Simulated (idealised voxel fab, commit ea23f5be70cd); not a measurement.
A process module follows: voxel double patterning.
The width of the displayed cross-section, cut, is 245 nm; its cells are square, with a size of 5 nm.
Cross-sections here: square-cell grids, written as top-down lists of bands, a band being one or more rows of cells.
Band entry format. Leading values: height of top, height of bottom, nm. Remainder: materials in left-to-right order, each with its width in nm. Special words: "throughout" on a single material, which then fills the band edge to edge; "air", empty space.
Heights are expressed relative to 0, this being the level below which the as-received wafer comprises one material exclusively. The lowest band is unbounded in the downward direction and is denoted as in "0 -> down".
Top row gets the first number, bottom row gets the second, and each row in between changes by the same step: that is how a band width like "30..40" works.
"nothing altered" -> step changed no cross-section cell.
Voids not open to the top, 8 cells minimum: see "Closed void listing". Written width x height at distance; distance is from the left edge; nm.
Anything after a step's settings on that line? It's the simulator's own note about the step.
The line of a step may include "overlay nm". On a step with a mask, this value is how far to the right of its planned place the mask lay. A negative value means the mask lay to the left.

Intended process steps
1 RECEIVE [material Si]
2 CONFORMAL_DEP [material SiO2] [thk nm 10]
3 DIRECTIONAL_DEP [material W] [thk nm 15]
4 DIRECTIONAL_DEP [material SiN] [thk nm 5]
5 PATTERN [tone open] [mask id FIRST] [material resist] [width nm 15] [pitch nm 50] [thk nm 20] [overlay nm 0]
6 DIRECTIONAL_ETCH [etch materials SiN] [depth nm 5]
7 STRIP [etch materials resist]
8 MASKED_ETCH [tone open] [mask id SECOND] [width nm 15] [etch materials SiN] [depth nm 5] [overlay nm 0]
9 DIRECTIONAL_ETCH [etch materials W] [depth nm 15]
10 STRIP [etch materials SiN]

As-received wafer cross-section (after step 1)
- 0 -> down: Si throughout
- Closed void listing: none

Look at the cross-section after the module: the wafer started out the way shown above and the plan was the one shown above, yet one mistake was made along the way
- 25 -> 10: W 90 | air 15 | W 10 | air 15 | W 10 | air 15 | W 90
- 10 -> 0: W throughout
- 0 -> down: Si throughout
- Closed void listing: none
Against the plan, the run slipped here: step 2, actual vs plan mismatch, actual run CONFORMAL_DEP [material W] [thk nm 10]
